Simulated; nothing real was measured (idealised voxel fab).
Module name: voxel transistor to metal (process module)
The figure presents cross-section cut, which has a width of 160 nm and is divided into square cells with an edge length of 5 nm.
How to read a cross-section here: the picture is a grid of square cells, written as bands going from the top down, and any band can span one or more rows of cells.
This entry defines a band. It first specifies the height of the band's top and the height of its bottom in nm, and then specifies the band's materials from left to right, stating each material with its width in nm. The word "full width" identifies a single material that fills the band from edge to edge, while the word "empty" identifies empty space.
Convention: height 0 is the level below which the wafer, as received, is all one material. The lowest band does not terminate at the bottom but continues downward, represented as "0..down".
You'd read "30->40" like this: the band's top row of cells is as wide as the first number, its bottom row is as wide as the second, and going down, every row changes width by the same amount as the row before did.
Basically "all unchanged" means that step didn't change any cell in the cross-section.
Empty spaces counting at least 8 cells and having no open way to the top are listed in "Catalogued sealed voids". The notation width x height at distance is used for each, the distance being from the left edge and all three values in nm.
Text after the settings on a step's line: the simulator's own remark on that step.
The "overlay nm" setting may appear on a step's line; for a step that uses a mask, it gives how far to the right of its planned position the mask lay, and a negative value indicates the left.
**So here's the lineup of process steps we planned**
1 RECEIVE (material Si)
2 OXIDIZE (depth nm 5)
3 CONFORMAL_DEP (material SiN; thk nm 10)
4 DIRECTIONAL_DEP (material aC; thk nm 10)
5 PATTERN (tone cover; mask id ACTIVE; material resist; width nm 120; thk nm 25; overlay nm 0)
6 DIRECTIONAL_ETCH (etch materials aC; depth nm 10)
7 STRIP (etch materials resist)
8 DIRECTIONAL_ETCH (etch materials SiN; depth nm 10)
9 DIRECTIONAL_ETCH (etch materials SiO2; depth nm 5)
10 DIRECTIONAL_ETCH (etch materials Si; depth nm 20)
11 STRIP (etch materials aC)
12 OXIDIZE (depth nm 5)
13 FILL_DEP (material SiO2; thk nm 5)
14 CMP (height nm 10)
15 SELECTIVE_ETCH (etch materials SiO2; depth nm 5)
16 STRIP (etch materials SiN)
17 SELECTIVE_ETCH (etch materials SiO2; depth nm 5)
18 OXIDIZE (depth nm 5)
19 DIRECTIONAL_DEP (material polySi; thk nm 30)
20 DIRECTIONAL_DEP (material SiCN; thk nm 10)
21 PATTERN (tone cover; mask id GATE; material resist; width nm 20; thk nm 15; overlay nm 0)
22 DIRECTIONAL_ETCH (etch materials SiCN; depth nm 20)
23 DIRECTIONAL_ETCH (etch materials polySi; depth nm 40)
24 STRIP (etch materials resist)
25 CONFORMAL_DEP (material SiN; thk nm 10)
26 DIRECTIONAL_ETCH (etch materials SiN; depth nm 10)
27 DIRECTIONAL_ETCH (etch materials SiO2; depth nm 5)
28 EPI (material nSi; thk nm 5)
29 FILL_DEP (material SiO2; thk nm 5)
30 CMP (height nm 35)
31 DIRECTIONAL_DEP (material SiO2; thk nm 15)
32 MASKED_ETCH (tone open; mask id CONTACT; width nm 35; pitch nm 65; etch materials SiO2; depth nm 55; overlay nm 0)
33 CONFORMAL_DEP (material TiN; thk nm 5)
34 FILL_DEP (material Ru; thk nm 10)
35 CMP (height nm 50)
36 CONFORMAL_DEP (material SiN; thk nm 5)
37 DIRECTIONAL_DEP (material SiO2; thk nm 25)
38 DIRECTIONAL_DEP (material aC; thk nm 15)
39 PATTERN (tone open; mask id METAL_1; material resist; width nm 20; pitch nm 80; thk nm 30; overlay nm 0)
40 DIRECTIONAL_ETCH (etch materials aC; depth nm 15)
41 STRIP (etch materials resist)
42 DIRECTIONAL_ETCH (etch materials SiO2; depth nm 25)
43 DIRECTIONAL_ETCH (etch materials SiN; depth nm 5)
44 STRIP (etch materials aC)
45 CONFORMAL_DEP (material TiN; thk nm 5)
46 FILL_DEP (material W; thk nm 5)
47 CMP (height nm 80)
48 CONFORMAL_DEP (material SiN; thk nm 5)
**Incoming wafer, cross-sectional view, post step 1**
  0..down = Si full width
  Catalogued sealed voids: none
**First of two wafers: cross-section at end of module, run per plan**
  85..80 = SiN full width
  80..55 = SiO2 (30), then TiN (5), then W (10), then TiN (5), then SiO2 (60), then TiN (5), then W (10), then TiN (5), then SiO2 (30)
  55..50 = SiN (30), then TiN (20), then SiN (60), then TiN (20), then SiN (30)
  50..40 = SiO2 (30), then TiN (5), then Ru (25), then TiN (5), then SiO2 (30), then TiN (5), then Ru (25), then TiN (5), then SiO2 (30)
  40..35 = SiO2 (30), then TiN (5), then Ru (20), then TiN (10), then SiO2 (30), then TiN (10), then Ru (20), then TiN (5), then SiO2 (30)
  35..25 = SiO2 (30), then TiN (5), then Ru (20), then TiN (5), then SiN (10), then SiCN (20), then SiN (10), then TiN (5), then Ru (20), then TiN (5), then SiO2 (30)
  25..0 = SiO2 (30), then TiN (5), then Ru (20), then TiN (5), then SiN (10), then polySi (20), then SiN (10), then TiN (5), then Ru (20), then TiN (5), then SiO2 (30)
  0..-5 = SiO2 (15), then SiN (10), then SiO2 (5), then TiN (30), then SiN (10), then polySi (20), then SiN (10), then TiN (30), then SiO2 (5), then SiN (10), then SiO2 (15)
  -5..-10 = SiO2 (25), then nSi (35), then SiO2 (40), then nSi (35), then SiO2 (25)
  -10..-30 = SiO2 (25), then Si (110), then SiO2 (25)
  -30..down = Si full width
  Catalogued sealed voids: none
**Cross-section of the latter of the two wafers at module completion. It had an identical start and an identical plan to the former; in running it, one mistake was made**
  85..80 = SiN full width
  80..55 = SiO2 (25), then TiN (5), then W (20), then TiN (5), then SiO2 (50), then TiN (5), then W (20), then TiN (5), then SiO2 (25)
  55..50 = SiN (25), then TiN (30), then SiN (50), then TiN (30), then SiN (25)
  50..40 = SiO2 (30), then TiN (5), then Ru (25), then TiN (5), then SiO2 (30), then TiN (5), then Ru (25), then TiN (5), then SiO2 (30)
  40..35 = SiO2 (30), then TiN (5), then Ru (20), then TiN (10), then SiO2 (30), then TiN (10), then Ru (20), then TiN (5), then SiO2 (30)
  35..25 = SiO2 (30), then TiN (5), then Ru (20), then TiN (5), then SiN (10), then SiCN (20), then SiN (10), then TiN (5), then Ru (20), then TiN (5), then SiO2 (30)
  25..0 = SiO2 (30), then TiN (5), then Ru (20), then TiN (5), then SiN (10), then polySi (20), then SiN (10), then TiN (5), then Ru (20), then TiN (5), then SiO2 (30)
  0..-5 = SiO2 (15), then SiN (10), then SiO2 (5), then TiN (30), then SiN (10), then polySi (20), then SiN (10), then TiN (30), then SiO2 (5), then SiN (10), then SiO2 (15)
  -5..-10 = SiO2 (25), then nSi (35), then SiO2 (40), then nSi (35), then SiO2 (25)
  -10..-30 = SiO2 (25), then Si (110), then SiO2 (25)
  -30..down = Si full width
  Catalogued sealed voids: none
Processing error: step 39 did not use the planned setting and instead ran as PATTERN (tone open; mask id METAL_1; material resist; width nm 30; pitch nm 80; thk nm 30; overlay nm 0)
Final tally in cells, some materials are higher or lower on the second wafer than on the first: -4 SiN; -20 SiO2; +4 TiN; +20 W
